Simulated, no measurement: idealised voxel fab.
process module | voxel self aligned vias
cross-section cut | 275 nm wide | cells 5 nm
A cross-section is a grid of square cells, given in bands from the top down. A band is one or more rows of cells.
Each band's line starts with the height of the band's top and of its bottom, in nm. Then come its materials from left to right, each with its width in nm. One material with "throughout" fills the band from edge to edge. "air" is empty space.
Height 0 is the level under which the wafer as received is all one material. The lowest band goes on downwards, as in "0 down".
A width such as "30 to 40" changes by the same amount from each row of cells to the next, from the band's top row to its bottom row.
"no change" after a step means that no cell of the cross-section changed.
closed voids: empty space of 8 cells or more with no open way to the top, each as width x height at its distance from the left edge, in nm
after a step's settings: what the simulator itself notes on the step
overlay nm, on a step with a mask: how far to the right of its planned place the mask lay; to the left if negative
plan
1 op RECEIVE | material Si
2 op CONFORMAL_DEP | material SiO2 | thk nm 15
3 op CONFORMAL_DEP | material SiCN | thk nm 5
4 op DIRECTIONAL_DEP | material SiO2 | thk nm 20
5 op MASKED_ETCH | tone open | mask id LINES | width nm 30 | pitch nm 55 | etch materials SiO2 | depth nm 20 | overlay nm 0
6 op CONFORMAL_DEP | material TiN | thk nm 5
7 op FILL_DEP | material Ru | thk nm 10
8 op CMP | height nm 40
9 op SELECTIVE_ETCH | etch materials W Ru TiN | depth nm 10
10 op FILL_DEP | material SiN | thk nm 10
11 op CMP | height nm 40
12 op DIRECTIONAL_DEP | material SiO2 | thk nm 20
13 op PATTERN | tone open | mask id VIAS | material resist | width nm 40 | pitch nm 110 | thk nm 20 | overlay nm 0
14 op DIRECTIONAL_ETCH | etch materials SiO2 | depth nm 20
15 op DIRECTIONAL_ETCH | etch materials SiN | depth nm 10
16 op STRIP | etch materials resist
17 op CONFORMAL_DEP | material TiN | thk nm 5
18 op FILL_DEP | material W | thk nm 5
19 op CMP | height nm 60
20 op CONFORMAL_DEP | material SiCN | thk nm 5
first wafer, as planned
as received, after step 1
  0 down: Si throughout
  closed voids: none
after step 2
  15 to 0: SiO2 throughout
  below 0: unchanged
after step 3
  20 to 15: SiCN throughout
  below 15: unchanged
after step 4
  40 to 20: SiO2 throughout
  below 20: unchanged
after step 5
  40 to 20: SiO2 65 | air 30 | SiO2 25 | air 30 | SiO2 25 | air 30 | SiO2 70
  below 20: unchanged
after step 6
  45 to 40: TiN 70 | air 20 | TiN 35 | air 20 | TiN 35 | air 20 | TiN 75
  40 to 25: SiO2 65 | TiN 5 | air 20 | TiN 5 | SiO2 25 | TiN 5 | air 20 | TiN 5 | SiO2 25 | TiN 5 | air 20 | TiN 5 | SiO2 70
  25 to 20: SiO2 65 | TiN 30 | SiO2 25 | TiN 30 | SiO2 25 | TiN 30 | SiO2 70
  below 20: unchanged
after step 7
  55 to 45: Ru throughout
  45 to 40: TiN 70 | Ru 20 | TiN 35 | Ru 20 | TiN 35 | Ru 20 | TiN 75
  40 to 25: SiO2 65 | TiN 5 | Ru 20 | TiN 5 | SiO2 25 | TiN 5 | Ru 20 | TiN 5 | SiO2 25 | TiN 5 | Ru 20 | TiN 5 | SiO2 70
  below 25: unchanged
after step 8
  40 to 25: SiO2 65 | TiN 5 | Ru 20 | TiN 5 | SiO2 25 | TiN 5 | Ru 20 | TiN 5 | SiO2 25 | TiN 5 | Ru 20 | TiN 5 | SiO2 70
  below 25: unchanged
after step 9
  40 to 30: SiO2 65 | air 30 | SiO2 25 | air 30 | SiO2 25 | air 30 | SiO2 70
  below 30: unchanged
after step 10
  50 to 40: SiN throughout
  40 to 30: SiO2 65 | SiN 30 | SiO2 25 | SiN 30 | SiO2 25 | SiN 30 | SiO2 70
  below 30: unchanged
after step 11
  40 to 30: SiO2 65 | SiN 30 | SiO2 25 | SiN 30 | SiO2 25 | SiN 30 | SiO2 70
  below 30: unchanged
after step 12
  60 to 40: SiO2 throughout
  below 40: unchanged
after step 13
  80 to 60: resist 60 | air 40 | resist 70 | air 40 | resist 65
  below 60: unchanged
after step 14
  80 to 60: resist 60 | air 40 | resist 70 | air 40 | resist 65
  60 to 40: SiO2 60 | air 40 | SiO2 70 | air 40 | SiO2 65
  below 40: unchanged
after step 15
  80 to 60: resist 60 | air 40 | resist 70 | air 40 | resist 65
  60 to 40: SiO2 60 | air 40 | SiO2 70 | air 40 | SiO2 65
  40 to 30: SiO2 65 | air 30 | SiO2 25 | SiN 30 | SiO2 25 | air 30 | SiO2 70
  below 30: unchanged
after step 16
  60 to 40: SiO2 60 | air 40 | SiO2 70 | air 40 | SiO2 65
  below 40: unchanged
after step 17
  65 to 60: TiN 65 | air 30 | TiN 80 | air 30 | TiN 70
  60 to 45: SiO2 60 | TiN 5 | air 30 | TiN 5 | SiO2 70 | TiN 5 | air 30 | TiN 5 | SiO2 65
  45 to 40: SiO2 60 | TiN 10 | air 20 | TiN 10 | SiO2 70 | TiN 10 | air 20 | TiN 10 | SiO2 65
  40 to 35: SiO2 65 | TiN 5 | air 20 | TiN 5 | SiO2 25 | SiN 30 | SiO2 25 | TiN 5 | air 20 | TiN 5 | SiO2 70
  35 to 30: SiO2 65 | TiN 30 | SiO2 25 | SiN 30 | SiO2 25 | TiN 30 | SiO2 70
  below 30: unchanged
after step 18
  70 to 65: W throughout
  65 to 60: TiN 65 | W 30 | TiN 80 | W 30 | TiN 70
  60 to 45: SiO2 60 | TiN 5 | W 30 | TiN 5 | SiO2 70 | TiN 5 | W 30 | TiN 5 | SiO2 65
  45 to 40: SiO2 60 | TiN 10 | W 20 | TiN 10 | SiO2 70 | TiN 10 | W 20 | TiN 10 | SiO2 65
  40 to 35: SiO2 65 | TiN 5 | W 20 | TiN 5 | SiO2 25 | SiN 30 | SiO2 25 | TiN 5 | W 20 | TiN 5 | SiO2 70
  below 35: unchanged
after step 19
  60 to 45: SiO2 60 | TiN 5 | W 30 | TiN 5 | SiO2 70 | TiN 5 | W 30 | TiN 5 | SiO2 65
  below 45: unchanged
after step 20
  65 to 60: SiCN throughout
  below 60: unchanged
second wafer: like start, like plan, one mistake. Through step 4 it matches the first wafer
when step 5 should have ended
  40 to 20: air 65 | SiO2 30 | air 25 | SiO2 30 | air 25 | SiO2 30 | air 70
  below 20: unchanged
when step 6 should have ended
  45 to 40: air 60 | TiN 40 | air 15 | TiN 40 | air 15 | TiN 40 | air 65
  40 to 25: air 60 | TiN 5 | SiO2 30 | TiN 5 | air 15 | TiN 5 | SiO2 30 | TiN 5 | air 15 | TiN 5 | SiO2 30 | TiN 5 | air 65
  25 to 20: TiN 65 | SiO2 30 | TiN 25 | SiO2 30 | TiN 25 | SiO2 30 | TiN 70
  below 20: unchanged
when step 7 should have ended
  55 to 45: Ru throughout
  45 to 40: Ru 60 | TiN 40 | Ru 15 | TiN 40 | Ru 15 | TiN 40 | Ru 65
  40 to 25: Ru 60 | TiN 5 | SiO2 30 | TiN 5 | Ru 15 | TiN 5 | SiO2 30 | TiN 5 | Ru 15 | TiN 5 | SiO2 30 | TiN 5 | Ru 65
  below 25: unchanged
when step 8 should have ended
  40 to 25: Ru 60 | TiN 5 | SiO2 30 | TiN 5 | Ru 15 | TiN 5 | SiO2 30 | TiN 5 | Ru 15 | TiN 5 | SiO2 30 | TiN 5 | Ru 65
  below 25: unchanged
when step 9 should have ended
  40 to 30: air 65 | SiO2 30 | air 25 | SiO2 30 | air 25 | SiO2 30 | air 70
  below 30: unchanged
when step 10 should have ended
  50 to 40: SiN throughout
  40 to 30: SiN 65 | SiO2 30 | SiN 25 | SiO2 30 | SiN 25 | SiO2 30 | SiN 70
  below 30: unchanged
when step 11 should have ended
  40 to 30: SiN 65 | SiO2 30 | SiN 25 | SiO2 30 | SiN 25 | SiO2 30 | SiN 70
  below 30: unchanged
when step 12 should have ended
  60 to 40: SiO2 throughout
  below 40: unchanged
when step 13 should have ended
  80 to 60: resist 60 | air 40 | resist 70 | air 40 | resist 65
  below 60: unchanged
when step 14 should have ended
  80 to 60: resist 60 | air 40 | resist 70 | air 40 | resist 65
  60 to 40: SiO2 60 | air 40 | SiO2 70 | air 40 | SiO2 65
  below 40: unchanged
when step 15 should have ended
  80 to 60: resist 60 | air 40 | resist 70 | air 40 | resist 65
  60 to 40: SiO2 60 | air 40 | SiO2 70 | air 40 | SiO2 65
  40 to 30: SiN 60 | air 5 | SiO2 30 | air 5 | SiN 20 | SiO2 30 | SiN 20 | air 5 | SiO2 30 | air 5 | SiN 65
  below 30: unchanged
when step 16 should have ended
  60 to 40: SiO2 60 | air 40 | SiO2 70 | air 40 | SiO2 65
  below 40: unchanged
when step 17 should have ended
  65 to 60: TiN 65 | air 30 | TiN 80 | air 30 | TiN 70
  60 to 45: SiO2 60 | TiN 5 | air 30 | TiN 5 | SiO2 70 | TiN 5 | air 30 | TiN 5 | SiO2 65
  45 to 40: SiO2 60 | TiN 40 | SiO2 70 | TiN 40 | SiO2 65
  40 to 30: SiN 60 | TiN 5 | SiO2 30 | TiN 5 | SiN 20 | SiO2 30 | SiN 20 | TiN 5 | SiO2 30 | TiN 5 | SiN 65
  below 30: unchanged
when step 18 should have ended
  70 to 65: W throughout
  65 to 60: TiN 65 | W 30 | TiN 80 | W 30 | TiN 70
  60 to 45: SiO2 60 | TiN 5 | W 30 | TiN 5 | SiO2 70 | TiN 5 | W 30 | TiN 5 | SiO2 65
  below 45: unchanged
when step 19 should have ended
  60 to 45: SiO2 60 | TiN 5 | W 30 | TiN 5 | SiO2 70 | TiN 5 | W 30 | TiN 5 | SiO2 65
  below 45: unchanged
when step 20 should have ended
  65 to 60: SiCN throughout
  below 60: unchanged
what went wrong: step 5 ran as: op MASKED_ETCH | tone cover | mask id LINES | width nm 30 | pitch nm 55 | etch materials SiO2 | depth nm 20 | overlay nm 0
at the end the second wafer has, in cells: 19 more of Ru | 54 more of SiN | 76 fewer of SiO2 | 19 more of TiN | 16 fewer of W
